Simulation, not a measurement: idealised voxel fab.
Herein follows the process module entitled voxel transistor to metal.
Cross-sectional view cut (width: 290 nm; square cell size: 5 nm).
If you're reading a cross-section in this doc, picture square cells in a grid; it comes to you as bands, top ones listed first down to the bottom, and a band can be one or more rows of cells.
Band: top height; bottom height; in nm. Then, left to right: material with width in nm, for each material. "full width": a single material spanning edge to edge. "blank": empty space.
Basically, 0 is our baseline, since under it the wafer straight out of the box is all one material. The bottom band has no lower end and keeps on going down, so it looks like "top 0, no bottom".
Width spec "30 to 40" -> top row of cells at first value, bottom row at second value, equal per-row change in between.
A step reported as "identical to before" is a step in which no cell of the cross-section changed.
If an empty space has no open way to the top and is at least 8 cells in size, "Voids, enclosed" lists it, written width x height at distance, where distance is measured from the left edge and every value is in nm.
Where a step's line continues beyond its settings, the continuation is a remark by the simulator itself on that step.
You can add "overlay nm" to a step's line. For a step with a mask, it describes how far the mask lay to the right of its planned position, and a negative number describes a lay to the left.
### The following list gives the planned process steps
- 1: RECEIVE [material Si]
- 2: OXIDIZE [depth nm 5]
- 3: CONFORMAL_DEP [material SiN] [thk nm 10]
- 4: PATTERN [tone cover] [mask id ACTIVE] [material resist] [width nm 115] [pitch nm 140] [thk nm 15] [overlay nm 0]
- 5: DIRECTIONAL_ETCH [etch materials SiN] [depth nm 10]
- 6: DIRECTIONAL_ETCH [etch materials SiO2] [depth nm 5]
- 7: DIRECTIONAL_ETCH [etch materials Si] [depth nm 35]
- 8: STRIP [etch materials resist]
- 9: FILL_DEP [material SiO2] [thk nm 10]
- 10: CMP [height nm 10]
- 11: SELECTIVE_ETCH [etch materials SiO2] [depth nm 10]
- 12: STRIP [etch materials SiN]
- 13: SELECTIVE_ETCH [etch materials SiO2] [depth nm 5]
- 14: OXIDIZE [depth nm 5]
- 15: DIRECTIONAL_DEP [material polySi] [thk nm 20]
- 16: DIRECTIONAL_DEP [material SiCN] [thk nm 15]
- 17: PATTERN [tone cover] [mask id GATE] [material resist] [width nm 25] [pitch nm 140] [thk nm 15] [overlay nm 0]
- 18: DIRECTIONAL_ETCH [etch materials SiCN] [depth nm 25]
- 19: DIRECTIONAL_ETCH [etch materials polySi] [depth nm 30]
- 20: STRIP [etch materials resist]
- 21: CONFORMAL_DEP [material SiN] [thk nm 5]
- 22: DIRECTIONAL_ETCH [etch materials SiN] [depth nm 5]
- 23: DIRECTIONAL_ETCH [etch materials SiO2] [depth nm 5]
- 24: DIRECTIONAL_ETCH [etch materials Si] [depth nm 15]
- 25: EPI [material nSi] [thk nm 20]
- 26: FILL_DEP [material SiO2] [thk nm 10]
- 27: CMP [height nm 15]
- 28: STRIP [etch materials polySi]
- 29: SELECTIVE_ETCH [etch materials SiO2] [depth nm 5]
- 30: CONFORMAL_DEP [material HfO2] [thk nm 5]
- 31: CONFORMAL_DEP [material TiN] [thk nm 5]
- 32: FILL_DEP [material W] [thk nm 10]
- 33: CMP [height nm 10]
- 34: DIRECTIONAL_DEP [material SiO2] [thk nm 15]
- 35: MASKED_ETCH [tone open] [mask id CONTACT] [width nm 15] [etch materials SiO2] [depth nm 30] [overlay nm 0]
- 36: CONFORMAL_DEP [material TiN] [thk nm 5]
- 37: FILL_DEP [material Ru] [thk nm 5]
- 38: CMP [height nm 25]
- 39: CONFORMAL_DEP [material SiN] [thk nm 5]
- 40: DIRECTIONAL_DEP [material SiO2] [thk nm 20]
- 41: DIRECTIONAL_DEP [material aC] [thk nm 10]
- 42: PATTERN [tone open] [mask id METAL_1] [material resist] [width nm 15] [thk nm 30] [overlay nm 0]
- 43: DIRECTIONAL_ETCH [etch materials aC] [depth nm 10]
- 44: STRIP [etch materials resist]
- 45: DIRECTIONAL_ETCH [etch materials SiO2] [depth nm 20]
- 46: DIRECTIONAL_ETCH [etch materials SiN] [depth nm 5]
- 47: STRIP [etch materials aC]
- 48: CONFORMAL_DEP [material TiN] [thk nm 5]
- 49: FILL_DEP [material Cu] [thk nm 5]
- 50: CMP [height nm 50]
- 51: EPI [material Ru] [thk nm 5]
- 52: FILL_DEP [material SiCN] [thk nm 5]
### As-received wafer cross-section (after step 1)
	top 0, no bottom: Si full width
	Voids, enclosed: none
### Sectioned view, first of two wafers, at the close of the module, processed as intended in the plan
	top 60, bottom 55: SiCN full width
	top 55, bottom 50: 20 SiCN; 25 Ru; 55 SiCN; 25 Ru; 35 SiCN; 25 Ru; 55 SiCN; 25 Ru; 25 SiCN
	top 50, bottom 30: 25 SiO2; 5 TiN; 5 Cu; 5 TiN; 65 SiO2; 5 TiN; 5 Cu; 5 TiN; 45 SiO2; 5 TiN; 5 Cu; 5 TiN; 65 SiO2; 5 TiN; 5 Cu; 5 TiN; 30 SiO2
	top 30, bottom 25: 25 SiN; 15 TiN; 65 SiN; 15 TiN; 45 SiN; 15 TiN; 65 SiN; 15 TiN; 30 SiN
	top 25, bottom 15: 25 SiO2; 5 TiN; 5 Ru; 5 TiN; 65 SiO2; 5 TiN; 5 Ru; 5 TiN; 45 SiO2; 5 TiN; 5 Ru; 5 TiN; 65 SiO2; 5 TiN; 5 Ru; 5 TiN; 30 SiO2
	top 15, bottom 10: 25 SiO2; 15 TiN; 65 SiO2; 15 TiN; 45 SiO2; 15 TiN; 65 SiO2; 15 TiN; 30 SiO2
	top 10, bottom 0: 25 SiO2; 10 TiN; 20 nSi; 5 SiN; 5 HfO2; 5 TiN; 5 W; 5 TiN; 5 HfO2; 5 SiN; 20 nSi; 10 TiN; 45 SiO2; 10 TiN; 20 nSi; 5 SiN; 5 HfO2; 5 TiN; 5 W; 5 TiN; 5 HfO2; 5 SiN; 20 nSi; 10 TiN; 30 SiO2
	top 0, bottom -5: 25 SiO2; 10 TiN; 20 nSi; 5 SiN; 5 HfO2; 15 TiN; 5 HfO2; 5 SiN; 20 nSi; 10 TiN; 45 SiO2; 10 TiN; 20 nSi; 5 SiN; 5 HfO2; 15 TiN; 5 HfO2; 5 SiN; 20 nSi; 10 TiN; 30 SiO2
	top -5, bottom -10: 10 SiO2; 45 nSi; 35 HfO2; 45 nSi; 15 SiO2; 45 nSi; 35 HfO2; 45 nSi; 15 SiO2
	top -10, bottom -25: 15 SiO2; 40 nSi; 35 Si; 40 nSi; 25 SiO2; 40 nSi; 35 Si; 40 nSi; 20 SiO2
	top -25, bottom -40: 15 SiO2; 115 Si; 25 SiO2; 115 Si; 20 SiO2
	top -40, no bottom: Si full width
	Voids, enclosed: none
### Second of two wafers, module complete, sectioned: it shares the first wafer's start and plan but was run with one mistake
	top 60, bottom 55: SiCN full width
	top 55, bottom 50: 20 SiCN; 25 Ru; 55 SiCN; 25 Ru; 35 SiCN; 25 Ru; 55 SiCN; 25 Ru; 25 SiCN
	top 50, bottom 30: 25 SiO2; 5 TiN; 5 Cu; 5 TiN; 65 SiO2; 5 TiN; 5 Cu; 5 TiN; 45 SiO2; 5 TiN; 5 Cu; 5 TiN; 65 SiO2; 5 TiN; 5 Cu; 5 TiN; 30 SiO2
	top 30, bottom 25: 25 SiN; 15 TiN; 65 SiN; 15 TiN; 45 SiN; 15 TiN; 65 SiN; 15 TiN; 30 SiN
	top 25, bottom 15: 25 SiO2; 5 TiN; 5 Ru; 5 TiN; 65 SiO2; 5 TiN; 5 Ru; 5 TiN; 45 SiO2; 5 TiN; 5 Ru; 5 TiN; 65 SiO2; 5 TiN; 5 Ru; 5 TiN; 30 SiO2
	top 15, bottom 10: 25 SiO2; 15 TiN; 65 SiO2; 5 TiN; 5 Ru; 5 TiN; 45 SiO2; 15 TiN; 65 SiO2; 5 TiN; 5 Ru; 5 TiN; 30 SiO2
	top 10, bottom 0: 25 SiO2; 20 nSi; 5 SiN; 5 HfO2; 5 TiN; 5 W; 5 TiN; 5 HfO2; 5 SiN; 20 nSi; 5 SiO2; 5 TiN; 5 Ru; 5 TiN; 45 SiO2; 20 nSi; 5 SiN; 5 HfO2; 5 TiN; 5 W; 5 TiN; 5 HfO2; 5 SiN; 20 nSi; 5 SiO2; 5 TiN; 5 Ru; 5 TiN; 30 SiO2
	top 0, bottom -5: 25 SiO2; 20 nSi; 5 SiN; 5 HfO2; 15 TiN; 5 HfO2; 5 SiN; 20 nSi; 5 SiO2; 15 TiN; 45 SiO2; 20 nSi; 5 SiN; 5 HfO2; 15 TiN; 5 HfO2; 5 SiN; 20 nSi; 5 SiO2; 15 TiN; 30 SiO2
	top -5, bottom -10: 10 SiO2; 35 nSi; 35 HfO2; 55 nSi; 15 SiO2; 35 nSi; 35 HfO2; 55 nSi; 15 SiO2
	top -10, bottom -25: 15 SiO2; 30 nSi; 35 Si; 50 nSi; 25 SiO2; 30 nSi; 35 Si; 50 nSi; 20 SiO2
	top -25, bottom -40: 15 SiO2; 115 Si; 25 SiO2; 115 Si; 20 SiO2
	top -40, no bottom: Si full width
	Voids, enclosed: none
What went wrong in running the wafer? so step 17 ended up running with a different setting than we planned, it ran as PATTERN [tone cover] [mask id GATE] [material resist] [width nm 25] [pitch nm 140] [thk nm 15] [overlay nm -10]
FYI, end of process, the second wafer has more or fewer cells of some materials than the first: +6 Ru; +6 SiO2; -12 TiN
